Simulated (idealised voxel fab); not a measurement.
voxel air gaps: a process module
FYI the section here is cut, 235 nm wide, cells are 5 nm squares.
When this document writes out a cross-section, it uses a grid of square cells and lists it as bands, beginning at the top and moving down, with a band standing for one or more rows of cells. In this notation a band is specified by the heights of its top and bottom, in that order and in nm, after which its materials appear from left to right, each paired with its width in nm. The word "all across" attached to a single material means that material fills the band from edge to edge; the word "blank" stands for empty space. Height datum 0, below which the as-received substrate wafer is one material. Lowest band open at the bottom, running downward: "0..down". Note: "30..40" means the width goes from the first number (top row of the band) to the second number (bottom row) in equal steps per row of cells. "stayed the same" for a step: no cell of the cross-section changed in that step. Heads up: "Closed internal voids" only lists the empty pockets with no open path to the top that are 8 cells or more, and it writes them as width x height at distance, distance from the left edge, in nm. Step line, after settings: the simulator's comment on this step. A step line may carry the setting "overlay nm", which, for steps involving a mask, states the distance by which the mask lay to the right of its intended position; negative values denote displacement to the left.
So here's the lineup of process steps we planned
step 1: RECEIVE with material Si
step 2: CONFORMAL_DEP with material SiO2, thk nm 10
step 3: CONFORMAL_DEP with material SiN, thk nm 5
step 4: DIRECTIONAL_DEP with material SiO2, thk nm 40
step 5: DIRECTIONAL_DEP with material aC, thk nm 15
step 6: PATTERN with tone open, mask id LINES, material resist, width nm 15, pitch nm 45, thk nm 30, overlay nm 0
step 7: DIRECTIONAL_ETCH with etch materials aC, depth nm 15
step 8: STRIP with etch materials resist
step 9: DIRECTIONAL_ETCH with etch materials SiO2, depth nm 40
step 10: STRIP with etch materials aC
step 11: CONFORMAL_DEP with material TiN, thk nm 5
step 12: FILL_DEP with material Ru, thk nm 10
step 13: CMP with height nm 55
step 14: EPI with material Ru, thk nm 10
step 15: SELECTIVE_ETCH with etch materials SiO2, depth nm 50
step 16: CONFORMAL_DEP with material SiN, thk nm 5
Cross-section of the wafer at receipt, which is the condition after step 1
- 0..down: Si all across
- Closed internal voids: none
First of two wafers: cross-section at end of module, run per plan
- 70..65: 50 nm blank  135 nm SiN  50 nm blank
- 65..55: 50 nm blank  5 nm SiN  35 nm Ru  10 nm SiN  35 nm Ru  10 nm SiN  35 nm Ru  5 nm SiN  50 nm blank
- 55..50: 50 nm blank  15 nm SiN  5 nm TiN  5 nm Ru  5 nm TiN  30 nm SiN  5 nm TiN  5 nm Ru  5 nm TiN  30 nm SiN  5 nm TiN  5 nm Ru  5 nm TiN  15 nm SiN  50 nm blank
- 50..20: 60 nm blank  5 nm SiN  5 nm TiN  5 nm Ru  5 nm TiN  5 nm SiN  20 nm blank  5 nm SiN  5 nm TiN  5 nm Ru  5 nm TiN  5 nm SiN  20 nm blank  5 nm SiN  5 nm TiN  5 nm Ru  5 nm TiN  5 nm SiN  60 nm blank
- 20..15: 65 nm SiN  15 nm TiN  30 nm SiN  15 nm TiN  30 nm SiN  15 nm TiN  65 nm SiN
- 15..10: SiN all across
- 10..0: SiO2 all across
- 0..down: Si all across
- Closed internal voids: 20 x 30 at 85; 20 x 30 at 130
Now the second wafer, cross-sectioned at the end of the module. Nothing different at the start, nothing different in the plan compared with the first, just one mistake when it was actually run
- 70..65: 50 nm blank  135 nm TiN  50 nm blank
- 65..55: 50 nm blank  5 nm TiN  35 nm Ru  10 nm TiN  35 nm Ru  10 nm TiN  35 nm Ru  5 nm TiN  50 nm blank
- 55..50: 50 nm blank  20 nm TiN  5 nm Ru  40 nm TiN  5 nm Ru  40 nm TiN  5 nm Ru  20 nm TiN  50 nm blank
- 50..20: 60 nm blank  10 nm TiN  5 nm Ru  10 nm TiN  20 nm blank  10 nm TiN  5 nm Ru  10 nm TiN  20 nm blank  10 nm TiN  5 nm Ru  10 nm TiN  60 nm blank
- 20..15: TiN all across
- 15..10: SiN all across
- 10..0: SiO2 all across
- 0..down: Si all across
- Closed internal voids: 20 x 30 at 85; 20 x 30 at 130
Misprocessing identified: off-plan run, step 16, actual operation and settings CONFORMAL_DEP with material TiN, thk nm 5
Wrapping up, a cell-based count of both wafers puts the second over or under the first for these materials: SiN -131; TiN +131
